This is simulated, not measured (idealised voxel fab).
Process module name: voxel lift off
The width of the displayed cross-section, cut, is 190 nm; its cells are square, with a size of 5 nm.
Each cross-section below is a grid of square cells, stated as bands in top-down order, with one or more rows of cells making up each band. Read a band's entry like this: the first values are the height of its top and the height of its bottom in nm, and what follows is the sequence of materials from left to right, each with its width in nm. Note that "blank" is empty space, and that a single material marked "throughout" reaches across the band from edge to edge. It should be noted that heights are counted from 0, beneath which the wafer as supplied is of one material throughout, and that the lowest band possesses no lower boundary but continues downward, as written in "0..down". Note: "30..40" means the width goes from the first number (top row of the band) to the second number (bottom row) in equal steps per row of cells. Reading "all unchanged" for a step: not a cell of the cross-section changed in it. Basically, "Sealed internal voids" tells you about the enclosed voids: empty spaces with no open way to the top, 8 cells or bigger, each written width x height at distance, where distance is from the left edge, all in nm. On a step's line, text after the settings is the simulator commenting on that step. Each step line may optionally specify "overlay nm", which for a step with a mask gives the rightward distance between the mask's planned place and where it lay, a negative value indicating the leftward direction.

[Process steps - plan]
1. RECEIVE | material Si
2. CONFORMAL_DEP | material Al2O3 | thk nm 5
3. PATTERN | tone open | mask id LINES | material resist | width nm 30 | pitch nm 55 | thk nm 20 | overlay nm 0
4. DIRECTIONAL_DEP | material Ru | thk nm 10
5. STRIP | etch materials resist
6. CONFORMAL_DEP | material SiCN | thk nm 5

[Incoming wafer, cross-sectional view, post step 1]
    0..down = Si throughout
    Sealed internal voids: none

[This is how the wafer looks in cross-section once the module is done, given the starting state and plan above and one mistake in carrying the plan out]
    20..15 = 40 blank, 40 SiCN, 15 blank, 40 SiCN, 55 blank
    15..10 = 40 blank, 5 SiCN, 30 Ru, 5 SiCN, 15 blank, 5 SiCN, 30 Ru, 5 SiCN, 55 blank
    10..5 = 45 SiCN, 30 Ru, 25 SiCN, 30 Ru, 60 SiCN
    5..0 = Al2O3 throughout
    0..down = Si throughout
    Sealed internal voids: none
In executing the process, a mistake was made relative to the plan: step 3 deviated from plan and actually ran as PATTERN | tone open | mask id LINES | material resist | width nm 30 | pitch nm 55 | thk nm 20 | overlay nm -5
